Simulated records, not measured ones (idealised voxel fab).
voxel released beams: a process module
FYI the section here is cut, 145 nm wide, cells are 5 nm squares.
Each cross-section below is a grid of square cells, stated as bands in top-down order, with one or more rows of cells making up each band. Look at the band entry: it leads with the top's height and the bottom's height in nm. Then it lists the materials left to right, with a width in nm for each. The word "full width" on a single material says that material fills the band edge to edge. The word "empty" is empty space. Height reference: 0 = level under which incoming wafer is all one material. Lowest band: no bottom, runs on downward, e.g. "0 and below". With a width like "30..40", each row of cells in the band differs from the next by the same amount, the top row carrying the first number and the bottom row the second. Reading "nothing different" for a step: not a cell of the cross-section changed in it. "Catalogued sealed voids": sealed empty spaces, 8 cells or more, no open way to top, listed width x height at distance, with distance from the left edge and width, height and distance in nm. Where a step's line continues beyond its settings, the continuation is a remark by the simulator itself on that step. overlay nm: right-of-plan distance of the mask on a masked step; negative values mean left-of-plan.

SO HERE'S THE LINEUP OF PROCESS STEPS WE PLANNED
| 1 | RECEIVE | material Si |
| 2 | CONFORMAL_DEP | material Al2O3 | thk nm 10 |
| 3 | DIRECTIONAL_DEP | material SiO2 | thk nm 20 |
| 4 | DIRECTIONAL_DEP | material aC | thk nm 15 |
| 5 | PATTERN | tone open | mask id ANCHOR | material resist | width nm 25 | thk nm 30 | overlay nm 0 |
| 6 | DIRECTIONAL_ETCH | etch materials aC | depth nm 15 |
| 7 | STRIP | etch materials resist |
| 8 | DIRECTIONAL_ETCH | etch materials SiO2 | depth nm 20 |
| 9 | STRIP | etch materials aC |
| 10 | CONFORMAL_DEP | material SiN | thk nm 10 |
| 11 | PATTERN | tone cover | mask id BEAM | material resist | width nm 80 | thk nm 15 | overlay nm 0 |
| 12 | DIRECTIONAL_ETCH | etch materials SiN | depth nm 10 |
| 13 | STRIP | etch materials resist |
| 14 | STRIP | etch materials SiO2 |

THIS IS THE CROSS-SECTION OF THE WAFER AS WE RECEIVED IT, I.E. AFTER STEP 1
0 and below  Si full width
Catalogued sealed voids: none

ONE MISTAKE IN RUNNING THE MODULE, OTHERWISE START AND PLAN AS ABOVE: CROSS-SECTION AT THE END
0 and below  Si full width
Catalogued sealed voids: none
Finding, execution versus plan: note that step 2 departed from the planned setting and was carried out as CONFORMAL_DEP | material SiO2 | thk nm 10
